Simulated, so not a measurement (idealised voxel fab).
The document below concerns the process module designated voxel self aligned contacts.
FYI the section here is cut, 170 nm wide, cells are 5 nm squares.
Cross-section spec: square-cell grid; bands listed top down; each band is one or more rows.
Per band: top height and bottom height in nm, followed by the left-to-right materials and their widths in nm; "full width" marks a single material spanning edge to edge, "empty" marks empty space.
Note: height 0 marks the level under which the wafer is uniformly one material as received. Lowest band unbounded below, written "0 -> down".
Top row gets the first number, bottom row gets the second, and each row in between changes by the same step: that is how a band width like "30 to 40" works.
Any step labelled "no change occurred" changed none of the cells in the cross-section.
Basically, "Cavities, sealed" tells you about the enclosed voids: empty spaces with no open way to the top, 8 cells or bigger, each written width x height at distance, where distance is from the left edge, all in nm.
On each step's line, the part that comes after the settings is the simulator's own comment on the step.
What "overlay nm" on a step's line means: if the step has a mask, that mask lay this far to the right of its planned place, or, when the value is negative, to the left.

# Planned step list for the process
step 1: RECEIVE,material Si
step 2: CONFORMAL_DEP,material SiO2,thk nm 5
step 3: DIRECTIONAL_DEP,material polySi,thk nm 30
step 4: DIRECTIONAL_DEP,material SiN,thk nm 25
step 5: MASKED_ETCH,tone cover,mask id GATE,width nm 30,pitch nm 70,etch materials SiN,depth nm 25,overlay nm 0
step 6: MASKED_ETCH,tone cover,mask id GATE,width nm 30,pitch nm 70,etch materials polySi,depth nm 30,overlay nm 0
step 7: CONFORMAL_DEP,material SiN,thk nm 10
step 8: DIRECTIONAL_ETCH,etch materials SiN,depth nm 10
step 9: FILL_DEP,material SiO2,thk nm 10
step 10: CMP,height nm 65
step 11: DIRECTIONAL_DEP,material aC,thk nm 15
step 12: PATTERN,tone open,mask id CONTACT,material resist,width nm 50,thk nm 35,overlay nm 0
step 13: DIRECTIONAL_ETCH,etch materials aC,depth nm 15
step 14: STRIP,etch materials resist
step 15: DIRECTIONAL_ETCH,etch materials SiO2,depth nm 65
step 16: STRIP,etch materials aC
step 17: CONFORMAL_DEP,material TiN,thk nm 5
step 18: FILL_DEP,material W,thk nm 5
step 19: CMP,height nm 65
step 20: CONFORMAL_DEP,material SiN,thk nm 5

# Wafer cross-section on receipt, i.e. after step 1
  0 -> down = Si full width
  Cavities, sealed: none

# Starting structure and process plan are as shown above, but one mistake was made in running the module; the wafer cross-section at the end of the module follows
  70 -> 65 = SiN full width
  65 -> 60 = 60 SiO2 | 20 TiN | 15 W | 15 TiN | 60 SiO2
  60 -> 40 = 30 SiO2 | 45 SiN | 5 TiN | 15 W | 5 TiN | 45 SiN | 25 SiO2
  40 -> 35 = 30 SiO2 | 45 SiN | 5 TiN | 10 W | 10 TiN | 45 SiN | 25 SiO2
  35 -> 5 = 25 SiO2 | 10 SiN | 30 polySi | 10 SiN | 5 TiN | 10 W | 5 TiN | 10 SiN | 30 polySi | 10 SiN | 25 SiO2
  5 -> 0 = 75 SiO2 | 20 TiN | 75 SiO2
  0 -> down = Si full width
  Cavities, sealed: none
Processing error: step 5 changed vs plan, executed as MASKED_ETCH,tone cover,mask id GATE,width nm 25,pitch nm 70,etch materials SiN,depth nm 25,overlay nm 0
